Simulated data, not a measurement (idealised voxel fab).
Process module heading - voxel spacer lines
The width of the displayed cross-section, cut, is 295 nm; its cells are square, with a size of 5 nm.
Each cross-section below is a grid of square cells, stated as bands in top-down order, with one or more rows of cells making up each band. Band entry format. Leading values: height of top, height of bottom, nm. Remainder: materials in left-to-right order, each with its width in nm. Special words: "full width" on a single material, which then fills the band edge to edge; "air", empty space. Measure heights from 0. That's the level where, below it, the as-received wafer is all one material. The lowest band is bottomless and extends downward; write it as in "0 down". Graded width ("30->40"): value in top row of band = first number; value in bottom row = second number; row-to-row change constant. Where a step carries "remains unaltered", the cross-section came out of it unchanged, cell for cell. Closed empty spaces (no open way to the top) of 8 cells or more are what "Sealed internal voids" lists, each as width x height at distance from the left edge, nm for all three. Whatever follows a step's settings on its line is a remark the simulator itself makes about that step. Steps that use a mask can have "overlay nm" on their line. It says how far the mask sat to the right of where it was meant to be. Negative means to the left.
List of planned process steps:
1. op RECEIVE | material Si
2. op CONFORMAL_DEP | material Al2O3 | thk nm 10
3. op DIRECTIONAL_DEP | material SiN | thk nm 20
4. op DIRECTIONAL_DEP | material aC | thk nm 30
5. op PATTERN | tone cover | mask id MANDREL | material resist | width nm 15 | pitch nm 60 | thk nm 40 | overlay nm 0
6. op DIRECTIONAL_ETCH | etch materials aC | depth nm 30
7. op STRIP | etch materials resist
8. op CONFORMAL_DEP | material SiO2 | thk nm 15
9. op DIRECTIONAL_ETCH | etch materials SiO2 | depth nm 15
10. op STRIP | etch materials aC
11. op DIRECTIONAL_ETCH | etch materials SiN | depth nm 20
12. op STRIP | etch materials SiO2
13. op FILL_DEP | material SiO2 | thk nm 10
14. op CMP | height nm 30
Concerning the first of two wafers, which was run in accordance with the plan:
Cross-section of the wafer at receipt, which is the condition after step 1:
> 0 down  Si full width
> Sealed internal voids: none
Wafer section view after processing step 2:
> 10 to 0  Al2O3 full width
> Under the height 0 nothing was changed.
Wafer section view after processing step 3:
> 30 to 10  SiN full width
> Under the height 10 nothing was changed.
Wafer section view after processing step 4:
> 60 to 30  aC full width
> Under the height 30 nothing was changed.
Wafer section view after processing step 5:
> 100 to 60  air (80), then resist (15), then air (45), then resist (15), then air (45), then resist (15), then air (80)
> Under the height 60 nothing was changed.
Wafer section view after processing step 6:
> 70 to 60  air (80), then resist (15), then air (45), then resist (15), then air (45), then resist (15), then air (80)
> 60 to 30  air (80), then aC (15), then air (45), then aC (15), then air (45), then aC (15), then air (80)
> Under the height 30 nothing was changed.
Wafer section view after processing step 7:
> 60 to 30  air (80), then aC (15), then air (45), then aC (15), then air (45), then aC (15), then air (80)
> Under the height 30 nothing was changed.
Wafer section view after processing step 8:
> 75 to 60  air (65), then SiO2 (45), then air (15), then SiO2 (45), then air (15), then SiO2 (45), then air (65)
> 60 to 45  air (65), then SiO2 (15), then aC (15), then SiO2 (15), then air (15), then SiO2 (15), then aC (15), then SiO2 (15), then air (15), then SiO2 (15), then aC (15), then SiO2 (15), then air (65)
> 45 to 30  SiO2 (80), then aC (15), then SiO2 (45), then aC (15), then SiO2 (45), then aC (15), then SiO2 (80)
> Under the height 30 nothing was changed.
Wafer section view after processing step 9:
> 60 to 30  air (65), then SiO2 (15), then aC (15), then SiO2 (15), then air (15), then SiO2 (15), then aC (15), then SiO2 (15), then air (15), then SiO2 (15), then aC (15), then SiO2 (15), then air (65)
> Under the height 30 nothing was changed.
Wafer section view after processing step 10:
> 60 to 30  air (65), then SiO2 (15), then air (15), then SiO2 (15), then air (15), then SiO2 (15), then air (15), then SiO2 (15), then air (15), then SiO2 (15), then air (15), then SiO2 (15), then air (65)
> Under the height 30 nothing was changed.
Wafer section view after processing step 11:
> 60 to 30  air (65), then SiO2 (15), then air (15), then SiO2 (15), then air (15), then SiO2 (15), then air (15), then SiO2 (15), then air (15), then SiO2 (15), then air (15), then SiO2 (15), then air (65)
> 30 to 10  air (65), then SiN (15), then air (15), then SiN (15), then air (15), then SiN (15), then air (15), then SiN (15), then air (15), then SiN (15), then air (15), then SiN (15), then air (65)
> Under the height 10 nothing was changed.
Wafer section view after processing step 12:
> 30 to 10  air (65), then SiN (15), then air (15), then SiN (15), then air (15), then SiN (15), then air (15), then SiN (15), then air (15), then SiN (15), then air (15), then SiN (15), then air (65)
> Under the height 10 nothing was changed.
Wafer section view after processing step 13:
> 40 to 30  SiO2 full width
> 30 to 10  SiO2 (65), then SiN (15), then SiO2 (15), then SiN (15), then SiO2 (15), then SiN (15), then SiO2 (15), then SiN (15), then SiO2 (15), then SiN (15), then SiO2 (15), then SiN (15), then SiO2 (65)
> Under the height 10 nothing was changed.
Wafer section view after processing step 14:
> 30 to 10  SiO2 (65), then SiN (15), then SiO2 (15), then SiN (15), then SiO2 (15), then SiN (15), then SiO2 (15), then SiN (15), then SiO2 (15), then SiN (15), then SiO2 (15), then SiN (15), then SiO2 (65)
> Under the height 10 nothing was changed.
Now the other wafer: same start, same recipe, but we messed up one thing when running it. Up to and including step 1 it's the same as the first one:
Cross-section, second wafer, at the end time the plan gives for step 2:
> 20 to 0  SiN full width
> Under the height 0 nothing was changed.
Cross-section, second wafer, at the end time the plan gives for step 3:
> 30 to 20  Al2O3 full width
> Under the height 20 nothing was changed.
Cross-section, second wafer, at the end time the plan gives for step 4:
> 60 to 30  aC full width
> Under the height 30 nothing was changed.
Cross-section, second wafer, at the end time the plan gives for step 5:
> 100 to 60  air (80), then resist (15), then air (45), then resist (15), then air (45), then resist (15), then air (80)
> Under the height 60 nothing was changed.
Cross-section, second wafer, at the end time the plan gives for step 6:
> 70 to 60  air (80), then resist (15), then air (45), then resist (15), then air (45), then resist (15), then air (80)
> 60 to 30  air (80), then aC (15), then air (45), then aC (15), then air (45), then aC (15), then air (80)
> Under the height 30 nothing was changed.
Cross-section, second wafer, at the end time the plan gives for step 7:
> 60 to 30  air (80), then aC (15), then air (45), then aC (15), then air (45), then aC (15), then air (80)
> Under the height 30 nothing was changed.
Cross-section, second wafer, at the end time the plan gives for step 8:
> 75 to 60  air (65), then SiO2 (45), then air (15), then SiO2 (45), then air (15), then SiO2 (45), then air (65)
> 60 to 45  air (65), then SiO2 (15), then aC (15), then SiO2 (15), then air (15), then SiO2 (15), then aC (15), then SiO2 (15), then air (15), then SiO2 (15), then aC (15), then SiO2 (15), then air (65)
> 45 to 30  SiO2 (80), then aC (15), then SiO2 (45), then aC (15), then SiO2 (45), then aC (15), then SiO2 (80)
> Under the height 30 nothing was changed.
Cross-section, second wafer, at the end time the plan gives for step 9:
> 60 to 30  air (65), then SiO2 (15), then aC (15), then SiO2 (15), then air (15), then SiO2 (15), then aC (15), then SiO2 (15), then air (15), then SiO2 (15), then aC (15), then SiO2 (15), then air (65)
> Under the height 30 nothing was changed.
Cross-section, second wafer, at the end time the plan gives for step 10:
> 60 to 30  air (65), then SiO2 (15), then air (15), then SiO2 (15), then air (15), then SiO2 (15), then air (15), then SiO2 (15), then air (15), then SiO2 (15), then air (15), then SiO2 (15), then air (65)
> Under the height 30 nothing was changed.
Cross-section, second wafer, at the end time the plan gives for step 11: remains unaltered
Cross-section, second wafer, at the end time the plan gives for step 12:
> 30 to 20  Al2O3 full width
> Under the height 20 nothing was changed.
Cross-section, second wafer, at the end time the plan gives for step 13:
> 40 to 30  SiO2 full width
> Under the height 30 nothing was changed.
Cross-section, second wafer, at the end time the plan gives for step 14:
> 30 to 20  Al2O3 full width
> Under the height 20 nothing was changed.
The mistake made against the process plan was this: mixed up steps 2 and 3 - ran each in the other's place
End of process, cell counts, second wafer against first, materials with more or fewer: 164 more of SiN; 164 fewer of SiO2
